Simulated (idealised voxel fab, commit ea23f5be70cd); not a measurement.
The name of this process module is voxel ribs on slabs.
The figure presents cross-section cut, which has a width of 260 nm and is divided into square cells with an edge length of 5 nm.
If you're reading a cross-section in this doc, picture square cells in a grid; it comes to you as bands, top ones listed first down to the bottom, and a band can be one or more rows of cells. Band: top height; bottom height; in nm. Then, left to right: material with width in nm, for each material. "all across": a single material spanning edge to edge. "blank": empty space. Counting heights begins at 0, where everything beneath is, in the wafer as received, one material. The lowest band has no bottom; it goes on downwards, as "0 nm and below" shows. Per-row width for "30->40": begins at first number (top row of band), ends at second number (bottom row), increment between rows held constant. The designation "no change occurred", where it is given for a processing step, indicates that no cell of the cross-section was altered in the course of that step. The list in "Enclosed void listing" covers empty spaces of 8 cells or more that cannot reach the top through any open way, and it gives each as width x height at distance; the distance is from the left edge, and width, height and distance are in nm. Text after the settings on a step's line: the simulator's own remark on that step. A step line may carry the setting "overlay nm", which, for steps involving a mask, states the distance by which the mask lay to the right of its intended position; negative values denote displacement to the left.

# So here's the lineup of process steps we planned
step 1: RECEIVE | material Si
step 2: DIRECTIONAL_DEP | material SiO2 | thk nm 30
step 3: DIRECTIONAL_DEP | material SiN | thk nm 15
step 4: PATTERN | tone cover | mask id RIB | material resist | width nm 25 | thk nm 15 | overlay nm 0
step 5: DIRECTIONAL_ETCH | etch materials SiN | depth nm 5
step 6: STRIP | etch materials resist
step 7: MASKED_ETCH | tone cover | mask id SLAB | width nm 55 | etch materials SiN | depth nm 10 | overlay nm 0
step 8: FILL_DEP | material SiO2 | thk nm 25
step 9: CMP | height nm 65
step 10: DIRECTIONAL_DEP | material TiN | thk nm 5
step 11: MASKED_ETCH | tone cover | mask id HEATER | width nm 25 | etch materials TiN | depth nm 5 | overlay nm 0
step 12: CONFORMAL_DEP | material SiO2 | thk nm 5
Don't read the plan's width nm for step 11 as applying to every wafer: that's the first wafer's value, and the wafers differ in it, though they all start identical.

# The first of several wafers in cross-section, exactly as it reached us after step 1
    0 nm and below | Si all across
    Enclosed void listing: none

# Wafer rows, end of module: cells per material gained (+) or lost (-) since receipt; closed voids last
width nm 25; +27 SiN; +703 SiO2; +5 TiN; Enclosed void listing: none
width nm 30; +27 SiN; +703 SiO2; +6 TiN; Enclosed void listing: none
width nm 35; +27 SiN; +703 SiO2; +7 TiN; Enclosed void listing: none
width nm 40; +27 SiN; +703 SiO2; +8 TiN; Enclosed void listing: none
width nm 45; +27 SiN; +703 SiO2; +9 TiN; Enclosed void listing: none
width nm 50; +27 SiN; +703 SiO2; +10 TiN; Enclosed void listing: none
